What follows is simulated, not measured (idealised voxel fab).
Documented hereafter: the process module known as voxel double patterning.
Cross-section cut: width 255 nm, square cells of 5 nm.
Just so we're on the same page, the cross-sections are grids of square cells, and they're listed out in bands top to bottom, each band one or more rows deep.
For a band, the entry starts with two heights in nm, that of the top and then that of the bottom, and carries on with the band's materials in order from left to right, each alongside its width in nm; the word "full width" beside a single material means it fills the band edge to edge, and "empty" means empty space.
Note: height 0 marks the level under which the wafer is uniformly one material as received. Lowest band unbounded below, written "0 and below".
Graded width ("30->40"): value in top row of band = first number; value in bottom row = second number; row-to-row change constant.
You'll sometimes find "same as before" written for a step, and that's the way of saying that nowhere in the cross-section did a cell change during that step.
Look at "Trapped void list" for the closed voids: empty spaces with no open path to the top, sized 8 cells or up. Each is width x height at distance, distance from the left edge, all nm.
Text after the settings on a step's line: the simulator's own remark on that step.
overlay nm: how far to the right of its planned place the mask lay on this masked step (negative: to the left).
### Steps planned for the process
1 RECEIVE,material Si
2 CONFORMAL_DEP,material SiO2,thk nm 10
3 DIRECTIONAL_DEP,material polySi,thk nm 15
4 DIRECTIONAL_DEP,material SiCN,thk nm 5
5 PATTERN,tone open,mask id FIRST,material resist,width nm 15,pitch nm 50,thk nm 15,overlay nm 0
6 DIRECTIONAL_ETCH,etch materials SiCN,depth nm 5
7 STRIP,etch materials resist
8 MASKED_ETCH,tone open,mask id SECOND,width nm 15,etch materials SiCN,depth nm 5,overlay nm 0
9 DIRECTIONAL_ETCH,etch materials polySi,depth nm 15
10 STRIP,etch materials SiCN
### So this is the incoming wafer in cross-section - it's already been through step 1
  0 and below = Si full width
  Trapped void list: none
### first wafer at the end, as planned
  25 down to 10 = 95 of polySi, 15 of empty, 10 of polySi, 15 of empty, 10 of polySi, 15 of empty, 95 of polySi
  10 down to 0 = SiO2 full width
  0 and below = Si full width
  Trapped void list: none
### Cross-sectional view of the second of two wafers upon completion of the module. This wafer shared its starting condition and process plan with the first; one error was made during its execution
  40 down to 25 = 95 of polySi, 15 of empty, 10 of polySi, 15 of empty, 10 of polySi, 15 of empty, 95 of polySi
  25 down to 10 = polySi full width
  10 down to 0 = SiO2 full width
  0 and below = Si full width
  Trapped void list: none
What was the processing mistake? plan step 3 ran twice
Wrapping up, a cell-based count of both wafers puts the second over or under the first for these materials: polySi: 153 more
